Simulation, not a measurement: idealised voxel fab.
The document below concerns the process module designated voxel wiring stack.
Each square cell in cross-section cut measures 5 nm, and the section as a whole is 270 nm wide.
For the purposes of this document, a cross-section shall be understood as a grid of square cells, specified as bands listed in top-to-bottom order, each band consisting of one or more rows of cells. Top, bottom (nm), then materials left to right with widths (nm); lone material tagged "all across" fills the whole band edge to edge; "blank" = empty space. The level at which height equals 0 is the one under which the wafer, as it arrives, is entirely one material. No lower edge exists for the bottom band, which continues downward and is notated as in "0 nm and below". When a width is written as two numbers, as in "30->40", the first number is the width in the top row of cells of the band and the second is the width in its bottom row, and the width changes by the same amount from each row to the next. Key: "nothing different" - step with no changed cell in the cross-section. "Closed voids list" lists enclosed empty spaces (at least 8 cells, no open path upward to the top), each as width x height at distance from the left edge, in nm. Past the settings on a step's line: simulator remark, on that step. overlay nm: right-of-plan distance of the mask on a masked step; negative values mean left-of-plan.
The following list gives the planned process steps:
step 1: RECEIVE [material Si]
step 2: CONFORMAL_DEP [material SiO2] [thk nm 15]
step 3: CONFORMAL_DEP [material SiN] [thk nm 5]
step 4: DIRECTIONAL_DEP [material lowk] [thk nm 25]
step 5: DIRECTIONAL_DEP [material aC] [thk nm 15]
step 6: PATTERN [tone open] [mask id METAL_1] [material resist] [width nm 30] [pitch nm 50] [thk nm 30] [overlay nm 0]
step 7: DIRECTIONAL_ETCH [etch materials aC] [depth nm 15]
step 8: STRIP [etch materials resist]
step 9: DIRECTIONAL_ETCH [etch materials lowk] [depth nm 25]
step 10: DIRECTIONAL_ETCH [etch materials SiN] [depth nm 5]
step 11: STRIP [etch materials aC]
step 12: CONFORMAL_DEP [material TiN] [thk nm 5]
step 13: FILL_DEP [material Cu] [thk nm 10]
step 14: CMP [height nm 45]
step 15: CONFORMAL_DEP [material SiCN] [thk nm 5]
step 16: DIRECTIONAL_DEP [material SiO2] [thk nm 15]
step 17: DIRECTIONAL_DEP [material aC] [thk nm 15]
step 18: PATTERN [tone open] [mask id PLUG_1] [material resist] [width nm 15] [pitch nm 50] [thk nm 30] [overlay nm 0]
step 19: DIRECTIONAL_ETCH [etch materials aC] [depth nm 15]
step 20: STRIP [etch materials resist]
step 21: DIRECTIONAL_ETCH [etch materials SiO2] [depth nm 15]
step 22: DIRECTIONAL_ETCH [etch materials SiCN] [depth nm 5]
step 23: STRIP [etch materials aC]
step 24: CONFORMAL_DEP [material TiN] [thk nm 5]
step 25: FILL_DEP [material W] [thk nm 5]
step 26: CMP [height nm 65]
step 27: DIRECTIONAL_DEP [material TiN] [thk nm 5]
step 28: DIRECTIONAL_DEP [material Ru] [thk nm 20]
step 29: MASKED_ETCH [tone cover] [mask id METAL_2] [width nm 30] [pitch nm 50] [etch materials Ru] [depth nm 20] [overlay nm 0]
step 30: MASKED_ETCH [tone cover] [mask id METAL_2] [width nm 30] [pitch nm 50] [etch materials TiN] [depth nm 5] [overlay nm 0]
step 31: FILL_DEP [material lowk] [thk nm 10]
step 32: CMP [height nm 90]
step 33: CONFORMAL_DEP [material SiCN] [thk nm 5]
step 34: DIRECTIONAL_DEP [material SiO2] [thk nm 15]
step 35: DIRECTIONAL_DEP [material aC] [thk nm 15]
step 36: PATTERN [tone open] [mask id PLUG_2] [material resist] [width nm 15] [thk nm 30] [overlay nm 0]
step 37: DIRECTIONAL_ETCH [etch materials aC] [depth nm 15]
step 38: STRIP [etch materials resist]
step 39: DIRECTIONAL_ETCH [etch materials SiO2] [depth nm 15]
step 40: DIRECTIONAL_ETCH [etch materials SiCN] [depth nm 5]
step 41: STRIP [etch materials aC]
step 42: CONFORMAL_DEP [material TiN] [thk nm 5]
step 43: FILL_DEP [material W] [thk nm 5]
step 44: CMP [height nm 110]
step 45: DIRECTIONAL_DEP [material TiN] [thk nm 5]
step 46: DIRECTIONAL_DEP [material Ru] [thk nm 15]
step 47: PATTERN [tone cover] [mask id METAL_3] [material resist] [width nm 30] [pitch nm 50] [thk nm 15] [overlay nm 0]
step 48: DIRECTIONAL_ETCH [etch materials Ru] [depth nm 15]
step 49: DIRECTIONAL_ETCH [etch materials TiN] [depth nm 5]
step 50: STRIP [etch materials resist]
step 51: CONFORMAL_DEP [material SiCN] [thk nm 5]
step 52: FILL_DEP [material lowk] [thk nm 10]
step 53: CMP [height nm 130]
step 54: CONFORMAL_DEP [material SiCN] [thk nm 5]
Incoming wafer in cross-section (state: after step 1):
0 nm and below: Si all across
Closed voids list: none
The first of the two wafers as seen in cross-section once the module was finished; processing followed the plan:
135 nm to 130 nm: SiCN all across
130 nm to 115 nm: lowk 90, then SiCN 5, then Ru 30, then SiCN 5, then lowk 10, then SiCN 5, then Ru 30, then SiCN 5, then lowk 90
115 nm to 110 nm: SiCN 95, then TiN 30, then SiCN 20, then TiN 30, then SiCN 95
110 nm to 95 nm: SiO2 95, then TiN 5, then W 5, then TiN 5, then SiO2 160
95 nm to 90 nm: SiCN 95, then TiN 15, then SiCN 160
90 nm to 70 nm: lowk 95, then Ru 30, then lowk 20, then Ru 30, then lowk 95
70 nm to 65 nm: lowk 95, then TiN 30, then lowk 20, then TiN 30, then lowk 95
65 nm to 50 nm: SiO2 95, then TiN 5, then W 5, then TiN 5, then SiO2 35, then TiN 5, then W 5, then TiN 5, then SiO2 110
50 nm to 45 nm: SiCN 95, then TiN 15, then SiCN 35, then TiN 15, then SiCN 110
45 nm to 20 nm: lowk 95, then TiN 5, then Cu 20, then TiN 5, then lowk 20, then TiN 5, then Cu 20, then TiN 5, then lowk 95
20 nm to 15 nm: SiN 95, then TiN 30, then SiN 20, then TiN 30, then SiN 95
15 nm to 0 nm: SiO2 all across
0 nm and below: Si all across
Closed voids list: none
Same start, same plan as the first wafer - but one mistake in the run. Cross-section of the second of the two at the end of the module:
135 nm to 130 nm: SiCN all across
130 nm to 115 nm: Ru 95, then SiCN 5, then lowk 20, then SiCN 5, then Ru 20, then SiCN 5, then lowk 20, then SiCN 5, then Ru 95
115 nm to 110 nm: TiN 95, then SiCN 30, then TiN 20, then SiCN 30, then TiN 95
110 nm to 95 nm: SiO2 95, then TiN 5, then W 5, then TiN 5, then SiO2 160
95 nm to 90 nm: SiCN 95, then TiN 15, then SiCN 160
90 nm to 70 nm: lowk 95, then Ru 30, then lowk 20, then Ru 30, then lowk 95
70 nm to 65 nm: lowk 95, then TiN 30, then lowk 20, then TiN 30, then lowk 95
65 nm to 50 nm: SiO2 95, then TiN 5, then W 5, then TiN 5, then SiO2 35, then TiN 5, then W 5, then TiN 5, then SiO2 110
50 nm to 45 nm: SiCN 95, then TiN 15, then SiCN 35, then TiN 15, then SiCN 110
45 nm to 20 nm: lowk 95, then TiN 5, then Cu 20, then TiN 5, then lowk 20, then TiN 5, then Cu 20, then TiN 5, then lowk 95
20 nm to 15 nm: SiN 95, then TiN 30, then SiN 20, then TiN 30, then SiN 95
15 nm to 0 nm: SiO2 all across
0 nm and below: Si all across
Closed voids list: none
Deviation from plan: step 47 off recipe, ran as PATTERN [tone open] [mask id METAL_3] [material resist] [width nm 30] [pitch nm 50] [thk nm 15] [overlay nm 0]
Counted in cells at the end, the second wafer holds more or fewer of these materials than the first: 90 more of Ru; 30 fewer of SiCN; 30 more of TiN; 90 fewer of lowk
